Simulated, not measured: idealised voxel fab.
process module | voxel gate over fins
The figure presents cross-section cut, which has a width of 265 nm and is divided into square cells with an edge length of 5 nm.
Cross-section = grid of square cells, listed top down in bands; band = one or more rows. The band entry comprises the height of the band's top followed by the height of its bottom, expressed in nm, and subsequently the band's materials from left to right, each stated together with its width in nm. Where a single material is marked with the word "everywhere", that material fills the band from edge to edge. The word "empty" represents empty space. Counting heights begins at 0, where everything beneath is, in the wafer as received, one material. The lowest band has no bottom; it goes on downwards, as "0 nm and below" shows. A width such as "30->40" changes by the same amount from each row of cells to the next, from the band's top row to its bottom row. No cell of the cross-section changed in a step that is given as "same as before". The entry "Non-vented voids" lists the empty spaces that cover at least 8 cells and have no open path to the top. Each is written as width x height at distance, where the distance is measured from the left edge and all three values are in nm. On a step's line, text after the settings is the simulator commenting on that step. "overlay nm", when on a step's line for a step with a mask, measures how far to the right of its planned place the mask lay; a negative measure means to the left.

## This section lists the process steps that were planned
| 1 | RECEIVE with material Si |
| 2 | CONFORMAL_DEP with material SiN, thk nm 10 |
| 3 | MASKED_ETCH with tone cover, mask id FINS, width nm 15, pitch nm 45, etch materials SiN, depth nm 10, overlay nm 0 |
| 4 | MASKED_ETCH with tone cover, mask id FINS, width nm 15, pitch nm 45, etch materials Si, depth nm 30, overlay nm 0 |
| 5 | OXIDIZE with depth nm 5 |
| 6 | FILL_DEP with material SiO2, thk nm 5 |
| 7 | CMP with height nm 10 |
| 8 | SELECTIVE_ETCH with etch materials SiO2, depth nm 25 |
| 9 | STRIP with etch materials SiN |
| 10 | CONFORMAL_DEP with material HfO2, thk nm 5 |
| 11 | CONFORMAL_DEP with material TiN, thk nm 5 |
| 12 | CONFORMAL_DEP with material TiAl, thk nm 5 |
| 13 | CONFORMAL_DEP with material TiN, thk nm 5 |
| 14 | FILL_DEP with material W, thk nm 10 |
| 15 | CMP with height nm 25 |
| 16 | CONFORMAL_DEP with material SiCN, thk nm 10 |
The plan shows the width nm of step 3 as the first wafer had it; this setting differs between the wafers, which start out alike.

## This is how the first of several wafers looked in cross-section when it arrived, which is after step 1
  0 nm and below = Si everywhere
  Non-vented voids: none

## Cross-section of the first of several wafers, taken after step 16, where the module ends
  35 nm to 25 nm = SiCN everywhere
  25 nm to 20 nm = W everywhere
  20 nm to 15 nm = 40 W  180 TiN  45 W
  15 nm to 10 nm = 40 W  5 TiN  35 TiAl  10 TiN  35 TiAl  10 TiN  35 TiAl  10 TiN  35 TiAl  5 TiN  45 W
  10 nm to 5 nm = 40 W  5 TiN  5 TiAl  25 TiN  5 TiAl  10 TiN  5 TiAl  25 TiN  5 TiAl  10 TiN  5 TiAl  25 TiN  5 TiAl  10 TiN  5 TiAl  25 TiN  5 TiAl  5 TiN  45 W
  5 nm to 0 nm = 45 TiN  5 TiAl  5 TiN  15 HfO2  5 TiN  5 TiAl  10 TiN  5 TiAl  5 TiN  15 HfO2  5 TiN  5 TiAl  10 TiN  5 TiAl  5 TiN  15 HfO2  5 TiN  5 TiAl  10 TiN  5 TiAl  5 TiN  15 HfO2  5 TiN  5 TiAl  50 TiN
  0 nm to -5 nm = 50 TiAl  5 TiN  5 HfO2  5 Si  5 HfO2  5 TiN  20 TiAl  5 TiN  5 HfO2  5 Si  5 HfO2  5 TiN  20 TiAl  5 TiN  5 HfO2  5 Si  5 HfO2  5 TiN  20 TiAl  5 TiN  5 HfO2  5 Si  5 HfO2  5 TiN  55 TiAl
  -5 nm to -10 nm = 55 TiN  5 HfO2  5 Si  5 HfO2  30 TiN  5 HfO2  5 Si  5 HfO2  30 TiN  5 HfO2  5 Si  5 HfO2  30 TiN  5 HfO2  5 Si  5 HfO2  60 TiN
  -10 nm to -15 nm = 60 HfO2  5 Si  40 HfO2  5 Si  40 HfO2  5 Si  40 HfO2  5 Si  65 HfO2
  -15 nm to -35 nm = 60 SiO2  5 Si  40 SiO2  5 Si  40 SiO2  5 Si  40 SiO2  5 Si  65 SiO2
  -35 nm and below = Si everywhere
  Non-vented voids: none

## Sectional view of the last wafer upon completion of the module
  35 nm to 25 nm = SiCN everywhere
  25 nm to 20 nm = W everywhere
  20 nm to 15 nm = 35 W  195 TiN  35 W
  15 nm to 10 nm = 35 W  5 TiN  185 TiAl  5 TiN  35 W
  10 nm to 5 nm = 35 W  5 TiN  5 TiAl  40 TiN  5 TiAl  40 TiN  5 TiAl  40 TiN  5 TiAl  40 TiN  5 TiAl  5 TiN  35 W
  5 nm to 0 nm = 40 TiN  5 TiAl  5 TiN  30 HfO2  5 TiN  5 TiAl  5 TiN  30 HfO2  5 TiN  5 TiAl  5 TiN  30 HfO2  5 TiN  5 TiAl  5 TiN  30 HfO2  5 TiN  5 TiAl  40 TiN
  0 nm to -5 nm = 45 TiAl  5 TiN  5 HfO2  20 Si  5 HfO2  5 TiN  5 TiAl  5 TiN  5 HfO2  20 Si  5 HfO2  5 TiN  5 TiAl  5 TiN  5 HfO2  20 Si  5 HfO2  5 TiN  5 TiAl  5 TiN  5 HfO2  20 Si  5 HfO2  5 TiN  45 TiAl
  -5 nm to -10 nm = 50 TiN  5 HfO2  20 Si  5 HfO2  15 TiN  5 HfO2  20 Si  5 HfO2  15 TiN  5 HfO2  20 Si  5 HfO2  15 TiN  5 HfO2  20 Si  5 HfO2  50 TiN
  -10 nm to -15 nm = 55 HfO2  20 Si  25 HfO2  20 Si  25 HfO2  20 Si  25 HfO2  20 Si  55 HfO2
  -15 nm to -35 nm = 55 SiO2  20 Si  25 SiO2  20 Si  25 SiO2  20 Si  25 SiO2  20 Si  55 SiO2
  -35 nm and below = Si everywhere
  Non-vented voids: none

## each wafer at the end: cells of each material gained (+) or lost (-) since it was received, then its closed voids
width nm 15, +77 HfO2, -343 Si, +106 SiCN, +196 SiO2, +77 TiAl, +154 TiN, +104 W, Non-vented voids: none
width nm 20, +77 HfO2, -315 Si, +106 SiCN, +180 SiO2, +77 TiAl, +145 TiN, +101 W, Non-vented voids: none
width nm 25, +77 HfO2, -287 Si, +106 SiCN, +164 SiO2, +77 TiAl, +136 TiN, +98 W, Non-vented voids: none
width nm 30, +77 HfO2, -259 Si, +106 SiCN, +148 SiO2, +68 TiAl, +136 TiN, +95 W, Non-vented voids: none
